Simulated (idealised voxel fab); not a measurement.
The name of this process module is voxel released beams.
Displayed cross-section: cut, width of 290 nm, square cells sized 5 nm.
Cross-section spec: square-cell grid; bands listed top down; each band is one or more rows. Band: top and bottom heights (nm) first, top before bottom; then materials from left to right, widths in nm. "throughout" marks a sole material filling the band edge to edge. "air" denotes empty space. Counting heights begins at 0, where everything beneath is, in the wafer as received, one material. The lowest band has no bottom; it goes on downwards, as "top 0, no bottom" shows. Width "30..40": first value at the band's top row of cells, second value at its bottom row, equal change from row to row. The cross-section has no changed cell in any step marked "left unchanged". If an empty space has no open way to the top and is at least 8 cells in size, "Closed void catalog" lists it, written width x height at distance, where distance is measured from the left edge and every value is in nm. Heads up: the bit after the settings on a step's line is the simulator's remark on that step. overlay nm: on a step with a mask, how far right of its planned place the mask lay; negative means left.
The planned process steps are enumerated hereunder
1,RECEIVE,material Si
2,CONFORMAL_DEP,material SiN,thk nm 10
3,DIRECTIONAL_DEP,material SiO2,thk nm 10
4,PATTERN,tone open,mask id ANCHOR,material resist,width nm 45,thk nm 15,overlay nm 0
5,DIRECTIONAL_ETCH,etch materials SiO2,depth nm 10
6,STRIP,etch materials resist
7,CONFORMAL_DEP,material polySi,thk nm 15
8,MASKED_ETCH,tone cover,mask id BEAM,width nm 105,etch materials polySi,depth nm 5,overlay nm 0
9,STRIP,etch materials SiO2
The wafers in this document start out alike and differ in the depth nm applied at step 8; the plan shows the value used for the first wafer.
Step 1 complete: as-received cross-section of the first of several wafers
  top 0, no bottom: Si throughout
  Closed void catalog: none
After the module's final step, step 9: the first of several wafers in cross-section
  top 35, bottom 30: air (90) / polySi (20) / air (15) / polySi (70) / air (95)
  top 30, bottom 25: polySi (110) / air (15) / polySi (165)
  top 25, bottom 20: polySi throughout
  top 20, bottom 10: SiO2 (95) / polySi (45) / SiO2 (150)
  top 10, bottom 0: SiN throughout
  top 0, no bottom: Si throughout
  Closed void catalog: none
Last wafer, end of module, cross-section
  top 35, bottom 25: air (90) / polySi (20) / air (15) / polySi (70) / air (95)
  top 25, bottom 20: air (90) / polySi (105) / air (95)
  top 20, bottom 10: air (95) / polySi (45) / air (150)
  top 10, bottom 0: SiN throughout
  top 0, no bottom: Si throughout
  Closed void catalog: none
Every row in this table is a wafer at the end of the module, and it gives, for each of the materials, the cells that wafer has gained (+) or lost (-) since it was received, then its closed voids
depth nm 5, +116 SiN, +98 SiO2, +149 polySi, Closed void catalog: none
depth nm 10, +116 SiN, +98 SiO2, +112 polySi, Closed void catalog: none
depth nm 15, +116 SiN, +75 polySi, Closed void catalog: none
depth nm 20, +116 SiN, +75 polySi, Closed void catalog: none
depth nm 25, +116 SiN, +75 polySi, Closed void catalog: none
depth nm 30, +116 SiN, +75 polySi, Closed void catalog: none
